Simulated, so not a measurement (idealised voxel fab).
The document below concerns the process module designated voxel ribs on slabs.
Square cell edge 5 nm, section width 230 nm, ID cut.
Square cells in a grid make up a cross-section in this document, and the grid is given as bands, listed from the top down, each one or more rows of cells.
Top height, bottom height, nm. Materials left to right, width each, nm. Single material + "throughout" = fills band edge to edge. "air" = empty.
The level at which height equals 0 is the one under which the wafer, as it arrives, is entirely one material. No lower edge exists for the bottom band, which continues downward and is notated as in "0 and below".
It should be noted that a width expressed as "30->40" varies in equal increments from row to row of cells within the band, taking the value of the first number at the top row and that of the second number at the bottom row.
Step marked "all unchanged"? Then no cell in the cross-section changed in it.
Empty spaces counting at least 8 cells and having no open way to the top are listed in "Enclosed internal cavities". The notation width x height at distance is used for each, the distance being from the left edge and all three values in nm.
It should be noted that, on the line of a given step, the content following the step's settings is a remark produced by the simulator itself with respect to that step.
The optional step-line setting "overlay nm" applies to steps with a mask and quantifies how far to the right of its planned location the mask lay, a negative value indicating leftward placement.

**Listed below are the process steps as planned**
1,RECEIVE with material Si
2,DIRECTIONAL_DEP with material SiO2, thk nm 25
3,DIRECTIONAL_DEP with material polySi, thk nm 20
4,PATTERN with tone cover, mask id RIB, material resist, width nm 15, thk nm 15, overlay nm 0
5,DIRECTIONAL_ETCH with etch materials polySi, depth nm 15
6,STRIP with etch materials resist
7,DIRECTIONAL_DEP with material aC, thk nm 15
8,PATTERN with tone cover, mask id SLAB, material resist, width nm 65, thk nm 35, overlay nm 0
9,DIRECTIONAL_ETCH with etch materials aC, depth nm 15
10,STRIP with etch materials resist
11,DIRECTIONAL_ETCH with etch materials polySi, depth nm 5
12,STRIP with etch materials aC
13,FILL_DEP with material SiO2, thk nm 20
14,CMP with height nm 60
15,DIRECTIONAL_DEP with material TiN, thk nm 10
16,DIRECTIONAL_DEP with material aC, thk nm 15
17,PATTERN with tone cover, mask id HEATER, material resist, width nm 25, thk nm 30, overlay nm 0
18,DIRECTIONAL_ETCH with etch materials aC, depth nm 15
19,STRIP with etch materials resist
20,DIRECTIONAL_ETCH with etch materials TiN, depth nm 10
21,STRIP with etch materials aC
22,CONFORMAL_DEP with material SiO2, thk nm 10

**Received-state cross-section, reflecting completion of step 1**
	0 and below  Si throughout
	Enclosed internal cavities: none

**Below is the wafer in cross-section after the module was completed. It began from the starting point shown above and followed the plan shown above, except that one mistake was made while running it**
	80 down to 70  air=90, then SiO2=45, then air=95
	70 down to 60  SiO2=100, then TiN=25, then SiO2=105
	60 down to 50  SiO2=105, then polySi=15, then SiO2=110
	50 down to 45  SiO2=80, then polySi=65, then SiO2=85
	45 down to 25  polySi throughout
	25 down to 0  SiO2 throughout
	0 and below  Si throughout
	Enclosed internal cavities: none
What went wrong in running the wafer? step 3 of the plan saw execution twice
